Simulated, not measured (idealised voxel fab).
Process module name: voxel transistor to metal
Square cells of 5 nm make up the cross-section cut, whose width is 250 nm.
Format of a cross-section: grid, square cells. Given as bands. Order: top down. Band: one or more rows of cells.
First you get the band's top height and its bottom height, in nm, and then the materials it's made of, left to right, with each width in nm. If you see a single material with "edge to edge", that one covers the band edge to edge. "blank" is empty space.
Height 0 is the level under which the wafer as received is all one material. The lowest band goes on downwards, as in "0 nm and below".
Think of "30->40" as a width that walks from the first number to the second as you go down the band, top row to bottom row, taking equal-sized steps from row to row.
Take "nothing was modified" at face value: in the step it is given for, the cross-section changed in none of its cells.
If an empty space has no open way to the top and is at least 8 cells in size, "Unvented internal voids" lists it, written width x height at distance, where distance is measured from the left edge and every value is in nm.
What comes after the settings on a step's line is commentary from the simulator itself on that step.
When a step includes a mask, the "overlay nm" setting on its line states how far to the right of its planned place that mask lay, and negative values state how far to the left.
Plan:
| 1 | RECEIVE with material Si |
| 2 | OXIDIZE with depth nm 5 |
| 3 | CONFORMAL_DEP with material SiN, thk nm 15 |
| 4 | PATTERN with tone cover, mask id ACTIVE, material resist, width nm 100, pitch nm 120, thk nm 15, overlay nm 0 |
| 5 | DIRECTIONAL_ETCH with etch materials SiN, depth nm 15 |
| 6 | DIRECTIONAL_ETCH with etch materials SiO2, depth nm 5 |
| 7 | DIRECTIONAL_ETCH with etch materials Si, depth nm 35 |
| 8 | STRIP with etch materials resist |
| 9 | OXIDIZE with depth nm 5 |
| 10 | FILL_DEP with material SiO2, thk nm 5 |
| 11 | CMP with height nm 15 |
| 12 | SELECTIVE_ETCH with etch materials SiO2, depth nm 15 |
| 13 | STRIP with etch materials SiN |
| 14 | SELECTIVE_ETCH with etch materials SiO2, depth nm 5 |
| 15 | OXIDIZE with depth nm 5 |
| 16 | DIRECTIONAL_DEP with material polySi, thk nm 30 |
| 17 | DIRECTIONAL_DEP with material SiCN, thk nm 10 |
| 18 | MASKED_ETCH with tone cover, mask id GATE, width nm 20, pitch nm 120, etch materials SiCN, depth nm 20, overlay nm 0 |
| 19 | MASKED_ETCH with tone cover, mask id GATE, width nm 20, pitch nm 120, etch materials polySi, depth nm 40, overlay nm 0 |
| 20 | CONFORMAL_DEP with material SiO2, thk nm 5 |
| 21 | DIRECTIONAL_ETCH with etch materials SiO2, depth nm 5 |
| 22 | CONFORMAL_DEP with material SiN, thk nm 5 |
| 23 | DIRECTIONAL_ETCH with etch materials SiN, depth nm 5 |
| 24 | DIRECTIONAL_ETCH with etch materials SiO2, depth nm 5 |
| 25 | DIRECTIONAL_ETCH with etch materials Si, depth nm 15 |
| 26 | EPI with material pSi, thk nm 15 |
| 27 | FILL_DEP with material SiO2, thk nm 10 |
| 28 | CMP with height nm 35 |
| 29 | DIRECTIONAL_DEP with material SiO2, thk nm 15 |
| 30 | MASKED_ETCH with tone open, mask id CONTACT, width nm 20, etch materials SiO2, depth nm 60, overlay nm 0 |
| 31 | CONFORMAL_DEP with material TiN, thk nm 5 |
| 32 | FILL_DEP with material Ru, thk nm 10 |
| 33 | CMP with height nm 50 |
| 34 | CONFORMAL_DEP with material SiN, thk nm 5 |
| 35 | DIRECTIONAL_DEP with material lowk, thk nm 25 |
| 36 | DIRECTIONAL_DEP with material aC, thk nm 10 |
| 37 | PATTERN with tone open, mask id METAL_1, material resist, width nm 20, thk nm 25, overlay nm 0 |
| 38 | DIRECTIONAL_ETCH with etch materials aC, depth nm 10 |
| 39 | STRIP with etch materials resist |
| 40 | DIRECTIONAL_ETCH with etch materials lowk, depth nm 25 |
| 41 | DIRECTIONAL_ETCH with etch materials SiN, depth nm 5 |
| 42 | STRIP with etch materials aC |
| 43 | CONFORMAL_DEP with material TiN, thk nm 5 |
| 44 | FILL_DEP with material Cu, thk nm 5 |
| 45 | CMP with height nm 80 |
| 46 | CONFORMAL_DEP with material SiCN, thk nm 5 |
| 47 | DIRECTIONAL_DEP with material lowk, thk nm 25 |
| 48 | PATTERN with tone open, mask id METAL_2, material resist, width nm 20, pitch nm 120, thk nm 20, overlay nm 0 |
| 49 | DIRECTIONAL_ETCH with etch materials lowk, depth nm 15 |
| 50 | STRIP with etch materials resist |
| 51 | PATTERN with tone open, mask id METAL_2_HOLES, material resist, width nm 15, pitch nm 120, thk nm 20, overlay nm 0 |
| 52 | DIRECTIONAL_ETCH with etch materials lowk, depth nm 10 |
| 53 | DIRECTIONAL_ETCH with etch materials SiCN, depth nm 5 |
| 54 | STRIP with etch materials resist |
| 55 | CONFORMAL_DEP with material TiN, thk nm 5 |
| 56 | FILL_DEP with material Cu, thk nm 10 |
| 57 | CMP with height nm 110 |
| 58 | CONFORMAL_DEP with material SiN, thk nm 5 |
Cross-section of the wafer upon arrival, representing the state reached after step 1:
    0 nm and below: Si edge to edge
    Unvented internal voids: none
First of two wafers at the end of the module, shown in cross-section; run carried out as planned:
    115 nm to 110 nm: SiN edge to edge
    110 nm to 100 nm: 20 nm lowk | 5 nm TiN | 10 nm Cu | 5 nm TiN | 100 nm lowk | 5 nm TiN | 10 nm Cu | 5 nm TiN | 90 nm lowk
    100 nm to 95 nm: 20 nm lowk | 5 nm TiN | 5 nm Cu | 10 nm TiN | 100 nm lowk | 5 nm TiN | 5 nm Cu | 10 nm TiN | 90 nm lowk
    95 nm to 85 nm: 20 nm lowk | 5 nm TiN | 5 nm Cu | 5 nm TiN | 105 nm lowk | 5 nm TiN | 5 nm Cu | 5 nm TiN | 95 nm lowk
    85 nm to 80 nm: 20 nm SiCN | 15 nm TiN | 105 nm SiCN | 15 nm TiN | 95 nm SiCN
    80 nm to 55 nm: 20 nm lowk | 5 nm TiN | 10 nm Cu | 5 nm TiN | 50 nm lowk | 5 nm TiN | 10 nm Cu | 5 nm TiN | 30 nm lowk | 5 nm TiN | 10 nm Cu | 5 nm TiN | 50 nm lowk | 5 nm TiN | 10 nm Cu | 5 nm TiN | 20 nm lowk
    55 nm to 50 nm: 20 nm SiN | 20 nm TiN | 50 nm SiN | 20 nm TiN | 30 nm SiN | 20 nm TiN | 50 nm SiN | 20 nm TiN | 20 nm SiN
    50 nm to 35 nm: 20 nm SiO2 | 5 nm TiN | 10 nm Ru | 5 nm TiN | 50 nm SiO2 | 5 nm TiN | 10 nm Ru | 5 nm TiN | 30 nm SiO2 | 5 nm TiN | 10 nm Ru | 5 nm TiN | 50 nm SiO2 | 5 nm TiN | 10 nm Ru | 5 nm TiN | 20 nm SiO2
    35 nm to 25 nm: 20 nm SiO2 | 5 nm TiN | 10 nm Ru | 5 nm TiN | 5 nm SiO2 | 5 nm SiN | 5 nm SiO2 | 20 nm SiCN | 5 nm SiO2 | 5 nm SiN | 5 nm SiO2 | 5 nm TiN | 10 nm Ru | 5 nm TiN | 30 nm SiO2 | 5 nm TiN | 10 nm Ru | 5 nm TiN | 5 nm SiO2 | 5 nm SiN | 5 nm SiO2 | 20 nm SiCN | 5 nm SiO2 | 5 nm SiN | 5 nm SiO2 | 5 nm TiN | 10 nm Ru | 5 nm TiN | 20 nm SiO2
    25 nm to 10 nm: 20 nm SiO2 | 5 nm TiN | 10 nm Ru | 5 nm TiN | 5 nm SiO2 | 5 nm SiN | 5 nm SiO2 | 20 nm polySi | 5 nm SiO2 | 5 nm SiN | 5 nm SiO2 | 5 nm TiN | 10 nm Ru | 5 nm TiN | 30 nm SiO2 | 5 nm TiN | 10 nm Ru | 5 nm TiN | 5 nm SiO2 | 5 nm SiN | 5 nm SiO2 | 20 nm polySi | 5 nm SiO2 | 5 nm SiN | 5 nm SiO2 | 5 nm TiN | 10 nm Ru | 5 nm TiN | 20 nm SiO2
    10 nm to 5 nm: 20 nm SiO2 | 20 nm TiN | 5 nm SiO2 | 5 nm SiN | 5 nm SiO2 | 20 nm polySi | 5 nm SiO2 | 5 nm SiN | 5 nm SiO2 | 20 nm TiN | 30 nm SiO2 | 20 nm TiN | 5 nm SiO2 | 5 nm SiN | 5 nm SiO2 | 20 nm polySi | 5 nm SiO2 | 5 nm SiN | 5 nm SiO2 | 20 nm TiN | 20 nm SiO2
    5 nm to -5 nm: 20 nm SiO2 | 10 nm TiN | 15 nm pSi | 5 nm SiN | 5 nm SiO2 | 20 nm polySi | 5 nm SiO2 | 5 nm SiN | 15 nm pSi | 10 nm TiN | 30 nm SiO2 | 10 nm TiN | 15 nm pSi | 5 nm SiN | 5 nm SiO2 | 20 nm polySi | 5 nm SiO2 | 5 nm SiN | 15 nm pSi | 10 nm TiN | 20 nm SiO2
    -5 nm to -10 nm: 20 nm SiO2 | 10 nm TiN | 15 nm pSi | 40 nm SiO2 | 15 nm pSi | 10 nm TiN | 30 nm SiO2 | 10 nm TiN | 15 nm pSi | 40 nm SiO2 | 15 nm pSi | 10 nm TiN | 20 nm SiO2
    -10 nm to -25 nm: 20 nm SiO2 | 25 nm pSi | 40 nm Si | 25 nm pSi | 30 nm SiO2 | 25 nm pSi | 40 nm Si | 25 nm pSi | 20 nm SiO2
    -25 nm to -45 nm: 20 nm SiO2 | 90 nm Si | 30 nm SiO2 | 90 nm Si | 20 nm SiO2
    -45 nm and below: Si edge to edge
    Unvented internal voids: none
What the second wafer looks like in cross-section once the module is done. Its start and its plan matched the first wafer's exactly; what differed was one mistake in how it was run:
    115 nm to 110 nm: SiN edge to edge
    110 nm to 100 nm: 20 nm lowk | 5 nm TiN | 10 nm Cu | 5 nm TiN | 100 nm lowk | 5 nm TiN | 10 nm Cu | 5 nm TiN | 90 nm lowk
    100 nm to 90 nm: 20 nm lowk | 5 nm TiN | 5 nm Cu | 10->5 nm TiN | 100->105 nm lowk | 5 nm TiN | 5 nm Cu | 10->5 nm TiN | 90->95 nm lowk
    90 nm to 85 nm: 20 nm lowk | 15 nm TiN | 105 nm lowk | 15 nm TiN | 95 nm lowk
    85 nm to 80 nm: TiN edge to edge
    80 nm to 55 nm: 20 nm lowk | 5 nm TiN | 10 nm Cu | 5 nm TiN | 50 nm lowk | 5 nm TiN | 10 nm Cu | 5 nm TiN | 30 nm lowk | 5 nm TiN | 10 nm Cu | 5 nm TiN | 50 nm lowk | 5 nm TiN | 10 nm Cu | 5 nm TiN | 20 nm lowk
    55 nm to 50 nm: 20 nm SiN | 20 nm TiN | 50 nm SiN | 20 nm TiN | 30 nm SiN | 20 nm TiN | 50 nm SiN | 20 nm TiN | 20 nm SiN
    50 nm to 35 nm: 20 nm SiO2 | 5 nm TiN | 10 nm Ru | 5 nm TiN | 50 nm SiO2 | 5 nm TiN | 10 nm Ru | 5 nm TiN | 30 nm SiO2 | 5 nm TiN | 10 nm Ru | 5 nm TiN | 50 nm SiO2 | 5 nm TiN | 10 nm Ru | 5 nm TiN | 20 nm SiO2
    35 nm to 25 nm: 20 nm SiO2 | 5 nm TiN | 10 nm Ru | 5 nm TiN | 5 nm SiO2 | 5 nm SiN | 5 nm SiO2 | 20 nm SiCN | 5 nm SiO2 | 5 nm SiN | 5 nm SiO2 | 5 nm TiN | 10 nm Ru | 5 nm TiN | 30 nm SiO2 | 5 nm TiN | 10 nm Ru | 5 nm TiN | 5 nm SiO2 | 5 nm SiN | 5 nm SiO2 | 20 nm SiCN | 5 nm SiO2 | 5 nm SiN | 5 nm SiO2 | 5 nm TiN | 10 nm Ru | 5 nm TiN | 20 nm SiO2
    25 nm to 10 nm: 20 nm SiO2 | 5 nm TiN | 10 nm Ru | 5 nm TiN | 5 nm SiO2 | 5 nm SiN | 5 nm SiO2 | 20 nm polySi | 5 nm SiO2 | 5 nm SiN | 5 nm SiO2 | 5 nm TiN | 10 nm Ru | 5 nm TiN | 30 nm SiO2 | 5 nm TiN | 10 nm Ru | 5 nm TiN | 5 nm SiO2 | 5 nm SiN | 5 nm SiO2 | 20 nm polySi | 5 nm SiO2 | 5 nm SiN | 5 nm SiO2 | 5 nm TiN | 10 nm Ru | 5 nm TiN | 20 nm SiO2
    10 nm to 5 nm: 20 nm SiO2 | 20 nm TiN | 5 nm SiO2 | 5 nm SiN | 5 nm SiO2 | 20 nm polySi | 5 nm SiO2 | 5 nm SiN | 5 nm SiO2 | 20 nm TiN | 30 nm SiO2 | 20 nm TiN | 5 nm SiO2 | 5 nm SiN | 5 nm SiO2 | 20 nm polySi | 5 nm SiO2 | 5 nm SiN | 5 nm SiO2 | 20 nm TiN | 20 nm SiO2
    5 nm to -5 nm: 20 nm SiO2 | 10 nm TiN | 15 nm pSi | 5 nm SiN | 5 nm SiO2 | 20 nm polySi | 5 nm SiO2 | 5 nm SiN | 15 nm pSi | 10 nm TiN | 30 nm SiO2 | 10 nm TiN | 15 nm pSi | 5 nm SiN | 5 nm SiO2 | 20 nm polySi | 5 nm SiO2 | 5 nm SiN | 15 nm pSi | 10 nm TiN | 20 nm SiO2
    -5 nm to -10 nm: 20 nm SiO2 | 10 nm TiN | 15 nm pSi | 40 nm SiO2 | 15 nm pSi | 10 nm TiN | 30 nm SiO2 | 10 nm TiN | 15 nm pSi | 40 nm SiO2 | 15 nm pSi | 10 nm TiN | 20 nm SiO2
    -10 nm to -25 nm: 20 nm SiO2 | 25 nm pSi | 40 nm Si | 25 nm pSi | 30 nm SiO2 | 25 nm pSi | 40 nm Si | 25 nm pSi | 20 nm SiO2
    -25 nm to -45 nm: 20 nm SiO2 | 90 nm Si | 30 nm SiO2 | 90 nm Si | 20 nm SiO2
    -45 nm and below: Si edge to edge
    Unvented internal voids: none
What went wrong in running the wafer? the process deviated at step 46: the operation and settings actually run there were CONFORMAL_DEP with material TiN, thk nm 5
In the final state, the cell counts of the second wafer exceed or fall short of those of the first for the following materials: -2 Cu, -44 SiCN, +46 TiN
